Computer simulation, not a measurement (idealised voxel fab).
The process module that follows is named voxel transistor to metal.
Displayed cross-section: cut, width of 215 nm, square cells sized 5 nm.
Throughout this document, each cross-section is represented as a grid of square cells and is presented as a sequence of bands enumerated from the top downward, where a band comprises one or more rows of cells. The entry gives the band's vertical extent as a top height and a bottom height in nm, then its horizontal make-up as materials from left to right, each with a width in nm. "air" stands for empty space; a single material marked "all across" fills the band edge to edge. Counting heights begins at 0, where everything beneath is, in the wafer as received, one material. The lowest band has no bottom; it goes on downwards, as "from 0 down" shows. The expression "30 to 40" gives the width at the extremes of the band, the first number at its top row of cells and the second at its bottom row, with the width changing by equal amounts from each row to the next in between. A step reported as "remained unchanged" is a step in which no cell of the cross-section changed. "Sealed voids" means: voids of 8 cells or more that are shut off from the top with no open way through. Written width x height at distance, distance from the left edge, in nm. Note: text after step settings on the step line = simulator remark on that step. overlay nm: step with mask; distance mask lay right of planned place; negative value = left of planned place.

Intended process steps
1 RECEIVE (material Si)
2 OXIDIZE (depth nm 5)
3 CONFORMAL_DEP (material SiN; thk nm 10)
4 DIRECTIONAL_DEP (material aC; thk nm 15)
5 PATTERN (tone cover; mask id ACTIVE; material resist; width nm 115; thk nm 30; overlay nm 0)
6 DIRECTIONAL_ETCH (etch materials aC; depth nm 15)
7 STRIP (etch materials resist)
8 DIRECTIONAL_ETCH (etch materials SiN; depth nm 10)
9 DIRECTIONAL_ETCH (etch materials SiO2; depth nm 5)
10 DIRECTIONAL_ETCH (etch materials Si; depth nm 25)
11 STRIP (etch materials aC)
12 FILL_DEP (material SiO2; thk nm 10)
13 CMP (height nm 10)
14 SELECTIVE_ETCH (etch materials SiO2; depth nm 10)
15 STRIP (etch materials SiN)
16 SELECTIVE_ETCH (etch materials SiO2; depth nm 5)
17 OXIDIZE (depth nm 5)
18 DIRECTIONAL_DEP (material polySi; thk nm 25)
19 DIRECTIONAL_DEP (material SiCN; thk nm 15)
20 PATTERN (tone cover; mask id GATE; material resist; width nm 35; thk nm 15; overlay nm 0)
21 DIRECTIONAL_ETCH (etch materials SiCN; depth nm 25)
22 DIRECTIONAL_ETCH (etch materials polySi; depth nm 35)
23 STRIP (etch materials resist)
24 CONFORMAL_DEP (material SiO2; thk nm 5)
25 DIRECTIONAL_ETCH (etch materials SiO2; depth nm 5)
26 CONFORMAL_DEP (material SiN; thk nm 5)
27 DIRECTIONAL_ETCH (etch materials SiN; depth nm 5)
28 DIRECTIONAL_ETCH (etch materials SiO2; depth nm 5)
29 EPI (material pSi; thk nm 5)
30 FILL_DEP (material SiO2; thk nm 10)
31 CMP (height nm 20)
32 STRIP (etch materials polySi)
33 SELECTIVE_ETCH (etch materials SiO2; depth nm 5)
34 CONFORMAL_DEP (material HfO2; thk nm 5)
35 CONFORMAL_DEP (material TiN; thk nm 5)
36 FILL_DEP (material W; thk nm 10)
37 CMP (height nm 15)
38 DIRECTIONAL_DEP (material SiO2; thk nm 15)
39 MASKED_ETCH (tone open; mask id CONTACT; width nm 15; pitch nm 80; etch materials SiO2; depth nm 35; overlay nm 0)
40 CONFORMAL_DEP (material TiN; thk nm 5)
41 FILL_DEP (material W; thk nm 5)
42 CMP (height nm 30)
43 CONFORMAL_DEP (material SiCN; thk nm 5)
44 DIRECTIONAL_DEP (material SiO2; thk nm 20)
45 PATTERN (tone open; mask id METAL_1; material resist; width nm 15; pitch nm 80; thk nm 15; overlay nm 0)
46 DIRECTIONAL_ETCH (etch materials SiO2; depth nm 20)
47 DIRECTIONAL_ETCH (etch materials SiCN; depth nm 5)
48 STRIP (etch materials resist)
49 CONFORMAL_DEP (material TiN; thk nm 5)
50 FILL_DEP (material Cu; thk nm 10)
51 CMP (height nm 55)
52 EPI (material Ru; thk nm 5)
53 FILL_DEP (material SiCN; thk nm 5)

As received (post step 1): cross-section
> from 0 down | Si all across
> Sealed voids: none

The cross-section shown corresponds to the wafer at the conclusion of the module. The initial structure and the process plan are those presented above; however, one mistake occurred in executing the plan
> from 65 to 60 | SiCN all across
> from 60 to 55 | 55 SiCN  25 Ru  55 SiCN  25 Ru  55 SiCN
> from 55 to 35 | 60 SiO2  5 TiN  5 Cu  5 TiN  65 SiO2  5 TiN  5 Cu  5 TiN  60 SiO2
> from 35 to 30 | 60 SiCN  15 TiN  65 SiCN  15 TiN  60 SiCN
> from 30 to 10 | 60 SiO2  5 TiN  5 W  5 TiN  65 SiO2  5 TiN  5 W  5 TiN  60 SiO2
> from 10 to 0 | 60 SiO2  5 TiN  5 W  5 TiN  5 SiO2  5 SiN  5 SiO2  35 SiCN  5 SiO2  5 SiN  5 SiO2  5 TiN  5 W  5 TiN  60 SiO2
> from 0 to -5 | 60 SiO2  15 TiN  5 SiO2  5 SiN  5 SiO2  35 SiCN  5 SiO2  5 SiN  5 SiO2  15 TiN  60 SiO2
> from -5 to -10 | 45 SiO2  35 pSi  55 SiO2  35 pSi  45 SiO2
> from -10 to -30 | 50 SiO2  115 Si  50 SiO2
> from -30 down | Si all across
> Sealed voids: none
What was the processing mistake? step 18 of the plan never got run, it was skipped over
